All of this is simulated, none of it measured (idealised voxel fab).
Documented hereafter: the process module known as voxel gate over fins.
220 nm wide, 5 nm square cells: that's cross-section cut.
Format of a cross-section: grid, square cells. Given as bands. Order: top down. Band: one or more rows of cells. Quick guide to a band line: top height, bottom height (nm) up front; then every material left to right with its width in nm. Only one material and it's marked "edge to edge"? Then it fills the band edge to edge. And "air" just means empty space. Below 0: as-received wafer, all one material; heights counted from there. Lowest band: no bottom, goes on down, written "top 0, no bottom". It should be noted that a width expressed as "30..40" varies in equal increments from row to row of cells within the band, taking the value of the first number at the top row and that of the second number at the bottom row. What does "nothing got changed" mean for a step? It means no cell of the cross-section changed in that step. Voids not open to the top, 8 cells minimum: see "Enclosed internal voids". Written width x height at distance; distance is from the left edge; nm. Heads up: the bit after the settings on a step's line is the simulator's remark on that step. When a step includes a mask, the "overlay nm" setting on its line states how far to the right of its planned place that mask lay, and negative values state how far to the left.

# The following list gives the planned process steps
- 1: RECEIVE, material Si
- 2: CONFORMAL_DEP, material SiN, thk nm 10
- 3: DIRECTIONAL_DEP, material aC, thk nm 15
- 4: PATTERN, tone cover, mask id FINS, material resist, width nm 15, pitch nm 45, thk nm 30, overlay nm 0
- 5: DIRECTIONAL_ETCH, etch materials aC, depth nm 15
- 6: STRIP, etch materials resist
- 7: DIRECTIONAL_ETCH, etch materials SiN, depth nm 10
- 8: DIRECTIONAL_ETCH, etch materials Si, depth nm 30
- 9: STRIP, etch materials aC
- 10: FILL_DEP, material SiO2, thk nm 5
- 11: CMP, height nm 10
- 12: SELECTIVE_ETCH, etch materials SiO2, depth nm 20
- 13: STRIP, etch materials SiN
- 14: CONFORMAL_DEP, material HfO2, thk nm 5
- 15: CONFORMAL_DEP, material TiN, thk nm 5
- 16: FILL_DEP, material W, thk nm 10
- 17: CMP, height nm 15
- 18: CONFORMAL_DEP, material SiCN, thk nm 10

# Cross-section of the incoming wafer, state after step 1
    top 0, no bottom  Si edge to edge
    Enclosed internal voids: none

# Wafer at module end, in section. Began as above, planned as above, run with one mistake
    top 25, bottom 15  SiCN edge to edge
    top 15, bottom 10  W edge to edge
    top 10, bottom 5  45 of W, then 40 of TiN, then 5 of W, then 40 of TiN, then 5 of W, then 40 of TiN, then 45 of W
    top 5, bottom 0  45 of W, then 5 of TiN, then 30 of HfO2, then 5 of TiN, then 5 of W, then 5 of TiN, then 30 of HfO2, then 5 of TiN, then 5 of W, then 5 of TiN, then 30 of HfO2, then 5 of TiN, then 45 of W
    top 0, bottom -5  50 of TiN, then 5 of HfO2, then 20 of Si, then 5 of HfO2, then 15 of TiN, then 5 of HfO2, then 20 of Si, then 5 of HfO2, then 15 of TiN, then 5 of HfO2, then 20 of Si, then 5 of HfO2, then 50 of TiN
    top -5, bottom -10  55 of HfO2, then 20 of Si, then 25 of HfO2, then 20 of Si, then 25 of HfO2, then 20 of Si, then 55 of HfO2
    top -10, bottom -30  55 of SiO2, then 20 of Si, then 25 of SiO2, then 20 of Si, then 25 of SiO2, then 20 of Si, then 55 of SiO2
    top -30, no bottom  Si edge to edge
    Enclosed internal voids: none
Want to know what went wrong? not per plan at step 4, really ran PATTERN, tone cover, mask id FINS, material resist, width nm 20, pitch nm 45, thk nm 30, overlay nm 0
